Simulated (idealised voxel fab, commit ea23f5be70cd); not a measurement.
process module | voxel quadruple lines
cross-section cut | 285 nm wide | cells 5 nm
A cross-section is a grid of square cells, given in bands from the top down. A band is one or more rows of cells.
Each band's line starts with the height of the band's top and of its bottom, in nm. Then come its materials from left to right, each with its width in nm. One material with "throughout" fills the band from edge to edge. "air" is empty space.
Height 0 is the level under which the wafer as received is all one material. The lowest band goes on downwards, as in "0 down".
A width such as "30 to 40" changes by the same amount from each row of cells to the next, from the band's top row to its bottom row.
"no change" after a step means that no cell of the cross-section changed.
closed voids: empty space of 8 cells or more with no open way to the top, each as width x height at its distance from the left edge, in nm
after a step's settings: what the simulator itself notes on the step
overlay nm, on a step with a mask: how far to the right of its planned place the mask lay; to the left if negative
plan
1 op RECEIVE | material Si
2 op CONFORMAL_DEP | material SiO2 | thk nm 5
3 op DIRECTIONAL_DEP | material W | thk nm 10
4 op DIRECTIONAL_DEP | material polySi | thk nm 20
5 op DIRECTIONAL_DEP | material aC | thk nm 25
6 op PATTERN | tone cover | mask id MANDREL | material resist | width nm 20 | pitch nm 60 | thk nm 35 | overlay nm 0
7 op DIRECTIONAL_ETCH | etch materials aC | depth nm 25
8 op STRIP | etch materials resist
9 op CONFORMAL_DEP | material SiO2 | thk nm 10
10 op DIRECTIONAL_ETCH | etch materials SiO2 | depth nm 10
11 op STRIP | etch materials aC
12 op DIRECTIONAL_ETCH | etch materials polySi | depth nm 20
13 op STRIP | etch materials SiO2
14 op CONFORMAL_DEP | material SiCN | thk nm 5
15 op DIRECTIONAL_ETCH | etch materials SiCN | depth nm 5
16 op STRIP | etch materials polySi
17 op DIRECTIONAL_ETCH | etch materials W | depth nm 10
18 op STRIP | etch materials SiCN
as received, after step 1
  0 down: Si throughout
  closed voids: none
a wafer at the end: this start, this plan, one mistake
  15 to 5: air 90 | W 5 | air 5 | W 5 | air 10 | W 5 | air 5 | W 5 | air 20 | W 5 | air 5 | W 5 | air 10 | W 5 | air 5 | W 5 | air 95
  5 to 0: SiO2 throughout
  0 down: Si throughout
  closed voids: none
what went wrong: step 9 ran as: op CONFORMAL_DEP | material SiO2 | thk nm 5
